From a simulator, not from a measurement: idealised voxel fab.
process module | voxel tone inversion
cross-section cut | 240 nm wide | cells 5 nm
A cross-section is a grid of square cells, given in bands from the top down. A band is one or more rows of cells.
Each band's line starts with the height of the band's top and of its bottom, in nm. Then come its materials from left to right, each with its width in nm. One material with "throughout" fills the band from edge to edge. "air" is empty space.
Height 0 is the level under which the wafer as received is all one material. The lowest band goes on downwards, as in "0 down".
A width such as "30 to 40" changes by the same amount from each row of cells to the next, from the band's top row to its bottom row.
"no change" after a step means that no cell of the cross-section changed.
closed voids: empty space of 8 cells or more with no open way to the top, each as width x height at its distance from the left edge, in nm
after a step's settings: what the simulator itself notes on the step
overlay nm, on a step with a mask: how far to the right of its planned place the mask lay; to the left if negative
Each pair below shows a cross-section before one step and the cross-section after it, down to the lowest band that changed. The line under each pair gives the step between them, with its settings. The pairs can come from different runs of this module on the same starting wafer, so a pair continues from the pair above only where its "before" says so.
before
  0 down: Si throughout
  closed voids: none
after
  10 to 0: SiCN throughout
  below 0: unchanged
  closed voids: none
the step between: op CONFORMAL_DEP | material SiCN | thk nm 10
before: the cross-section after the pair above
after
  30 to 10: aC throughout
  below 10: unchanged
  closed voids: none
the step between: op DIRECTIONAL_DEP | material aC | thk nm 20
before: the cross-section after the pair above
after
  55 to 30: air 85 | resist 20 | air 25 | resist 20 | air 90
  below 30: unchanged
  closed voids: none
the step between: op PATTERN | tone cover | mask id POSTS | material resist | width nm 20 | pitch nm 45 | thk nm 25 | overlay nm 0
before: the cross-section after the pair above
after
  35 to 30: air 85 | resist 20 | air 25 | resist 20 | air 90
  30 to 10: air 85 | aC 20 | air 25 | aC 20 | air 90
  below 10: unchanged
  closed voids: none
the step between: op DIRECTIONAL_ETCH | etch materials aC | depth nm 20
before: the cross-section after the pair above
after
  30 to 10: air 85 | aC 20 | air 25 | aC 20 | air 90
  below 10: unchanged
  closed voids: none
the step between: op STRIP | etch materials resist
before: the cross-section after the pair above
after
  40 to 30: SiO2 throughout
  30 to 10: SiO2 85 | aC 20 | SiO2 25 | aC 20 | SiO2 90
  below 10: unchanged
  closed voids: none
the step between: op FILL_DEP | material SiO2 | thk nm 10
before: the cross-section after the pair above
after
  30 to 10: SiO2 85 | aC 20 | SiO2 25 | aC 20 | SiO2 90
  below 10: unchanged
  closed voids: none
the step between: op CMP | height nm 30
before: the cross-section after the pair above
after
  30 to 10: SiO2 85 | air 20 | SiO2 25 | air 20 | SiO2 90
  below 10: unchanged
  closed voids: none
the step between: op STRIP | etch materials aC
before: the cross-section after the pair above
after
  35 to 30: TiN 90 | air 10 | TiN 35 | air 10 | TiN 95
  30 to 15: SiO2 85 | TiN 5 | air 10 | TiN 5 | SiO2 25 | TiN 5 | air 10 | TiN 5 | SiO2 90
  15 to 10: SiO2 85 | TiN 20 | SiO2 25 | TiN 20 | SiO2 90
  below 10: unchanged
  closed voids: none
the step between: op CONFORMAL_DEP | material TiN | thk nm 5
before: the cross-section after the pair above
after
  45 to 35: Cu throughout
  35 to 30: TiN 90 | Cu 10 | TiN 35 | Cu 10 | TiN 95
  30 to 15: SiO2 85 | TiN 5 | Cu 10 | TiN 5 | SiO2 25 | TiN 5 | Cu 10 | TiN 5 | SiO2 90
  below 15: unchanged
  closed voids: none
the step between: op FILL_DEP | material Cu | thk nm 10
before: the cross-section after the pair above
after
  30 to 15: SiO2 85 | TiN 5 | Cu 10 | TiN 5 | SiO2 25 | TiN 5 | Cu 10 | TiN 5 | SiO2 90
  below 15: unchanged
  closed voids: none
the step between: op CMP | height nm 30
before: the cross-section after the pair above
after
  35 to 30: SiCN throughout
  below 30: unchanged
  closed voids: none
the step between: op CONFORMAL_DEP | material SiCN | thk nm 5
before
  45 to 35: Cu throughout
  35 to 30: TiN 90 | Cu 10 | TiN 35 | Cu 10 | TiN 95
  30 to 15: SiO2 85 | TiN 5 | Cu 10 | TiN 5 | SiO2 25 | TiN 5 | Cu 10 | TiN 5 | SiO2 90
  15 to 10: SiO2 85 | TiN 20 | SiO2 25 | TiN 20 | SiO2 90
  10 to 0: SiCN throughout
  0 down: Si throughout
  closed voids: none
after
  50 to 45: SiCN throughout
  below 45: unchanged
  closed voids: none
the step between: op CONFORMAL_DEP | material SiCN | thk nm 5
before
  0 down: Si throughout
  closed voids: none
after
  20 to 0: aC throughout
  below 0: unchanged
  closed voids: none
the step between: op DIRECTIONAL_DEP | material aC | thk nm 20
before: the cross-section after the pair above
after
  30 to 20: SiCN throughout
  below 20: unchanged
  closed voids: none
the step between: op CONFORMAL_DEP | material SiCN | thk nm 10
before: the cross-section after the pair above
after
  55 to 30: air 85 | resist 20 | air 25 | resist 20 | air 90
  below 30: unchanged
  closed voids: none
the step between: op PATTERN | tone cover | mask id POSTS | material resist | width nm 20 | pitch nm 45 | thk nm 25 | overlay nm 0
before: the cross-section after the pair above
after
  35 to 30: air 85 | resist 20 | air 25 | resist 20 | air 90
  below 30: unchanged
  closed voids: none
the step between: op DIRECTIONAL_ETCH | etch materials aC | depth nm 20
before: the cross-section after the pair above
after
  30 to 20: SiCN throughout
  below 20: unchanged
  closed voids: none
the step between: op STRIP | etch materials resist
before: the cross-section after the pair above
after
  40 to 30: SiO2 throughout
  below 30: unchanged
  closed voids: none
the step between: op FILL_DEP | material SiO2 | thk nm 10
before: the cross-section after the pair above
after
  30 to 20: SiCN throughout
  below 20: unchanged
  closed voids: none
the step between: op CMP | height nm 30
before: the cross-section after the pair above
after
  35 to 30: TiN throughout
  below 30: unchanged
  closed voids: none
the step between: op CONFORMAL_DEP | material TiN | thk nm 5
before: the cross-section after the pair above
after
  45 to 35: Cu throughout
  below 35: unchanged
  closed voids: none
the step between: op FILL_DEP | material Cu | thk nm 10
before: the cross-section after the pair above
after
  30 to 20: SiCN throughout
  below 20: unchanged
  closed voids: none
the step between: op CMP | height nm 30
before: the cross-section after the pair above
after
  35 to 20: SiCN throughout
  below 20: unchanged
  closed voids: none
the step between: op CONFORMAL_DEP | material SiCN | thk nm 5
before
  40 to 30: SiO2 throughout
  30 to 10: SiO2 85 | aC 20 | SiO2 25 | aC 20 | SiO2 90
  10 to 0: SiCN throughout
  0 down: Si throughout
  closed voids: none
after
  25 to 10: SiO2 85 | aC 20 | SiO2 25 | aC 20 | SiO2 90
  below 10: unchanged
  closed voids: none
the step between: op CMP | height nm 25
before: the cross-section after the pair above
after
  25 to 10: SiO2 85 | air 20 | SiO2 25 | air 20 | SiO2 90
  below 10: unchanged
  closed voids: none
the step between: op STRIP | etch materials aC
before: the cross-section after the pair above
after
  30 to 25: TiN 90 | air 10 | TiN 35 | air 10 | TiN 95
  25 to 15: SiO2 85 | TiN 5 | air 10 | TiN 5 | SiO2 25 | TiN 5 | air 10 | TiN 5 | SiO2 90
  15 to 10: SiO2 85 | TiN 20 | SiO2 25 | TiN 20 | SiO2 90
  below 10: unchanged
  closed voids: none
the step between: op CONFORMAL_DEP | material TiN | thk nm 5
before: the cross-section after the pair above
after
  40 to 30: Cu throughout
  30 to 25: TiN 90 | Cu 10 | TiN 35 | Cu 10 | TiN 95
  25 to 15: SiO2 85 | TiN 5 | Cu 10 | TiN 5 | SiO2 25 | TiN 5 | Cu 10 | TiN 5 | SiO2 90
  below 15: unchanged
  closed voids: none
the step between: op FILL_DEP | material Cu | thk nm 10
before: the cross-section after the pair above
after
  30 to 25: TiN 90 | Cu 10 | TiN 35 | Cu 10 | TiN 95
  below 25: unchanged
  closed voids: none
the step between: op CMP | height nm 30
before: the cross-section after the pair above
after
  35 to 30: SiCN throughout
  below 30: unchanged
  closed voids: none
the step between: op CONFORMAL_DEP | material SiCN | thk nm 5
before
  30 to 10: aC throughout
  10 to 0: SiCN throughout
  0 down: Si throughout
  closed voids: none
after
  55 to 30: air 85 | resist 25 | air 20 | resist 25 | air 85
  below 30: unchanged
  closed voids: none
the step between: op PATTERN | tone cover | mask id POSTS | material resist | width nm 25 | pitch nm 45 | thk nm 25 | overlay nm 0
before: the cross-section after the pair above
after
  35 to 30: air 85 | resist 25 | air 20 | resist 25 | air 85
  30 to 10: air 85 | aC 25 | air 20 | aC 25 | air 85
  below 10: unchanged
  closed voids: none
the step between: op DIRECTIONAL_ETCH | etch materials aC | depth nm 20
before: the cross-section after the pair above
after
  30 to 10: air 85 | aC 25 | air 20 | aC 25 | air 85
  below 10: unchanged
  closed voids: none
the step between: op STRIP | etch materials resist
before: the cross-section after the pair above
after
  40 to 30: SiO2 throughout
  30 to 10: SiO2 85 | aC 25 | SiO2 20 | aC 25 | SiO2 85
  below 10: unchanged
  closed voids: none
the step between: op FILL_DEP | material SiO2 | thk nm 10
before: the cross-section after the pair above
after
  30 to 10: SiO2 85 | aC 25 | SiO2 20 | aC 25 | SiO2 85
  below 10: unchanged
  closed voids: none
the step between: op CMP | height nm 30
before: the cross-section after the pair above
after
  30 to 10: SiO2 85 | air 25 | SiO2 20 | air 25 | SiO2 85
  below 10: unchanged
  closed voids: none
the step between: op STRIP | etch materials aC
before: the cross-section after the pair above
after
  35 to 30: TiN 90 | air 15 | TiN 30 | air 15 | TiN 90
  30 to 15: SiO2 85 | TiN 5 | air 15 | TiN 5 | SiO2 20 | TiN 5 | air 15 | TiN 5 | SiO2 85
  15 to 10: SiO2 85 | TiN 25 | SiO2 20 | TiN 25 | SiO2 85
  below 10: unchanged
  closed voids: none
the step between: op CONFORMAL_DEP | material TiN | thk nm 5
before: the cross-section after the pair above
after
  45 to 35: Cu throughout
  35 to 30: TiN 90 | Cu 15 | TiN 30 | Cu 15 | TiN 90
  30 to 15: SiO2 85 | TiN 5 | Cu 15 | TiN 5 | SiO2 20 | TiN 5 | Cu 15 | TiN 5 | SiO2 85
  below 15: unchanged
  closed voids: none
the step between: op FILL_DEP | material Cu | thk nm 10
before: the cross-section after the pair above
after
  30 to 15: SiO2 85 | TiN 5 | Cu 15 | TiN 5 | SiO2 20 | TiN 5 | Cu 15 | TiN 5 | SiO2 85
  below 15: unchanged
  closed voids: none
the step between: op CMP | height nm 30
before: the cross-section after the pair above
after
  35 to 30: SiCN throughout
  below 30: unchanged
  closed voids: none
the step between: op CONFORMAL_DEP | material SiCN | thk nm 5
before
  30 to 10: aC throughout
  10 to 0: SiCN throughout
  0 down: Si throughout
  closed voids: none
after
  55 to 30: air 95 | resist 20 | air 25 | resist 20 | air 80
  below 30: unchanged
  closed voids: none
the step between: op PATTERN | tone cover | mask id POSTS | material resist | width nm 20 | pitch nm 45 | thk nm 25 | overlay nm 10
before: the cross-section after the pair above
after
  35 to 30: air 95 | resist 20 | air 25 | resist 20 | air 80
  30 to 10: air 95 | aC 20 | air 25 | aC 20 | air 80
  below 10: unchanged
  closed voids: none
the step between: op DIRECTIONAL_ETCH | etch materials aC | depth nm 20
before: the cross-section after the pair above
after
  30 to 10: air 95 | aC 20 | air 25 | aC 20 | air 80
  below 10: unchanged
  closed voids: none
the step between: op STRIP | etch materials resist
before: the cross-section after the pair above
after
  40 to 30: SiO2 throughout
  30 to 10: SiO2 95 | aC 20 | SiO2 25 | aC 20 | SiO2 80
  below 10: unchanged
  closed voids: none
the step between: op FILL_DEP | material SiO2 | thk nm 10
before: the cross-section after the pair above
after
  30 to 10: SiO2 95 | aC 20 | SiO2 25 | aC 20 | SiO2 80
  below 10: unchanged
  closed voids: none
the step between: op CMP | height nm 30
before: the cross-section after the pair above
after
  30 to 10: SiO2 95 | air 20 | SiO2 25 | air 20 | SiO2 80
  below 10: unchanged
  closed voids: none
the step between: op STRIP | etch materials aC
before: the cross-section after the pair above
after
  35 to 30: TiN 100 | air 10 | TiN 35 | air 10 | TiN 85
  30 to 15: SiO2 95 | TiN 5 | air 10 | TiN 5 | SiO2 25 | TiN 5 | air 10 | TiN 5 | SiO2 80
  15 to 10: SiO2 95 | TiN 20 | SiO2 25 | TiN 20 | SiO2 80
  below 10: unchanged
  closed voids: none
the step between: op CONFORMAL_DEP | material TiN | thk nm 5
before: the cross-section after the pair above
after
  45 to 35: Cu throughout
  35 to 30: TiN 100 | Cu 10 | TiN 35 | Cu 10 | TiN 85
  30 to 15: SiO2 95 | TiN 5 | Cu 10 | TiN 5 | SiO2 25 | TiN 5 | Cu 10 | TiN 5 | SiO2 80
  below 15: unchanged
  closed voids: none
the step between: op FILL_DEP | material Cu | thk nm 10
before: the cross-section after the pair above
after
  30 to 15: SiO2 95 | TiN 5 | Cu 10 | TiN 5 | SiO2 25 | TiN 5 | Cu 10 | TiN 5 | SiO2 80
  below 15: unchanged
  closed voids: none
the step between: op CMP | height nm 30
before: the cross-section after the pair above
after
  35 to 30: SiCN throughout
  below 30: unchanged
  closed voids: none
the step between: op CONFORMAL_DEP | material SiCN | thk nm 5
before
  0 down: Si throughout
  closed voids: none
after
  10 to 0: Cu throughout
  below 0: unchanged
  closed voids: none
the step between: op CONFORMAL_DEP | material Cu | thk nm 10
before: the cross-section after the pair above
after
  30 to 10: aC throughout
  below 10: unchanged
  closed voids: none
the step between: op DIRECTIONAL_DEP | material aC | thk nm 20
before: the cross-section after the pair above
after
  55 to 30: air 85 | resist 20 | air 25 | resist 20 | air 90
  below 30: unchanged
  closed voids: none
the step between: op PATTERN | tone cover | mask id POSTS | material resist | width nm 20 | pitch nm 45 | thk nm 25 | overlay nm 0
before: the cross-section after the pair above
after
  35 to 30: air 85 | resist 20 | air 25 | resist 20 | air 90
  30 to 10: air 85 | aC 20 | air 25 | aC 20 | air 90
  below 10: unchanged
  closed voids: none
the step between: op DIRECTIONAL_ETCH | etch materials aC | depth nm 20
before: the cross-section after the pair above
after
  30 to 10: air 85 | aC 20 | air 25 | aC 20 | air 90
  below 10: unchanged
  closed voids: none
the step between: op STRIP | etch materials resist
before: the cross-section after the pair above
after
  40 to 30: SiO2 throughout
  30 to 10: SiO2 85 | aC 20 | SiO2 25 | aC 20 | SiO2 90
  below 10: unchanged
  closed voids: none
the step between: op FILL_DEP | material SiO2 | thk nm 10
before: the cross-section after the pair above
after
  30 to 10: SiO2 85 | aC 20 | SiO2 25 | aC 20 | SiO2 90
  below 10: unchanged
  closed voids: none
the step between: op CMP | height nm 30
before: the cross-section after the pair above
after
  30 to 10: SiO2 85 | air 20 | SiO2 25 | air 20 | SiO2 90
  below 10: unchanged
  closed voids: none
the step between: op STRIP | etch materials aC
before: the cross-section after the pair above
after
  35 to 30: TiN 90 | air 10 | TiN 35 | air 10 | TiN 95
  30 to 15: SiO2 85 | TiN 5 | air 10 | TiN 5 | SiO2 25 | TiN 5 | air 10 | TiN 5 | SiO2 90
  15 to 10: SiO2 85 | TiN 20 | SiO2 25 | TiN 20 | SiO2 90
  below 10: unchanged
  closed voids: none
the step between: op CONFORMAL_DEP | material TiN | thk nm 5
before: the cross-section after the pair above
after
  45 to 35: Cu throughout
  35 to 30: TiN 90 | Cu 10 | TiN 35 | Cu 10 | TiN 95
  30 to 15: SiO2 85 | TiN 5 | Cu 10 | TiN 5 | SiO2 25 | TiN 5 | Cu 10 | TiN 5 | SiO2 90
  below 15: unchanged
  closed voids: none
the step between: op FILL_DEP | material Cu | thk nm 10
before: the cross-section after the pair above
after
  30 to 15: SiO2 85 | TiN 5 | Cu 10 | TiN 5 | SiO2 25 | TiN 5 | Cu 10 | TiN 5 | SiO2 90
  below 15: unchanged
  closed voids: none
the step between: op CMP | height nm 30
before: the cross-section after the pair above
after
  35 to 30: SiCN throughout
  below 30: unchanged
  closed voids: none
the step between: op CONFORMAL_DEP | material SiCN | thk nm 5
before
  30 to 10: aC throughout
  10 to 0: SiCN throughout
  0 down: Si throughout
  closed voids: none
after
  55 to 30: resist 85 | air 20 | resist 25 | air 20 | resist 90
  below 30: unchanged
  closed voids: none
the step between: op PATTERN | tone open | mask id POSTS | material resist | width nm 20 | pitch nm 45 | thk nm 25 | overlay nm 0
before: the cross-section after the pair above
after
  35 to 30: resist 85 | air 20 | resist 25 | air 20 | resist 90
  30 to 10: aC 85 | air 20 | aC 25 | air 20 | aC 90
  below 10: unchanged
  closed voids: none
the step between: op DIRECTIONAL_ETCH | etch materials aC | depth nm 20
before: the cross-section after the pair above
after
  30 to 10: aC 85 | air 20 | aC 25 | air 20 | aC 90
  below 10: unchanged
  closed voids: none
the step between: op STRIP | etch materials resist
before: the cross-section after the pair above
after
  40 to 30: SiO2 throughout
  30 to 10: aC 85 | SiO2 20 | aC 25 | SiO2 20 | aC 90
  below 10: unchanged
  closed voids: none
the step between: op FILL_DEP | material SiO2 | thk nm 10
before: the cross-section after the pair above
after
  30 to 10: aC 85 | SiO2 20 | aC 25 | SiO2 20 | aC 90
  below 10: unchanged
  closed voids: none
the step between: op CMP | height nm 30
before: the cross-section after the pair above
after
  30 to 10: air 85 | SiO2 20 | air 25 | SiO2 20 | air 90
  below 10: unchanged
  closed voids: none
the step between: op STRIP | etch materials aC
before: the cross-section after the pair above
after
  35 to 30: air 80 | TiN 30 | air 15 | TiN 30 | air 85
  30 to 15: air 80 | TiN 5 | SiO2 20 | TiN 5 | air 15 | TiN 5 | SiO2 20 | TiN 5 | air 85
  15 to 10: TiN 85 | SiO2 20 | TiN 25 | SiO2 20 | TiN 90
  below 10: unchanged
  closed voids: none
the step between: op CONFORMAL_DEP | material TiN | thk nm 5
before: the cross-section after the pair above
after
  45 to 35: Cu throughout
  35 to 30: Cu 80 | TiN 30 | Cu 15 | TiN 30 | Cu 85
  30 to 15: Cu 80 | TiN 5 | SiO2 20 | TiN 5 | Cu 15 | TiN 5 | SiO2 20 | TiN 5 | Cu 85
  below 15: unchanged
  closed voids: none
the step between: op FILL_DEP | material Cu | thk nm 10
before: the cross-section after the pair above
after
  30 to 15: Cu 80 | TiN 5 | SiO2 20 | TiN 5 | Cu 15 | TiN 5 | SiO2 20 | TiN 5 | Cu 85
  below 15: unchanged
  closed voids: none
the step between: op CMP | height nm 30
before: the cross-section after the pair above
after
  35 to 30: SiCN throughout
  below 30: unchanged
  closed voids: none
the step between: op CONFORMAL_DEP | material SiCN | thk nm 5
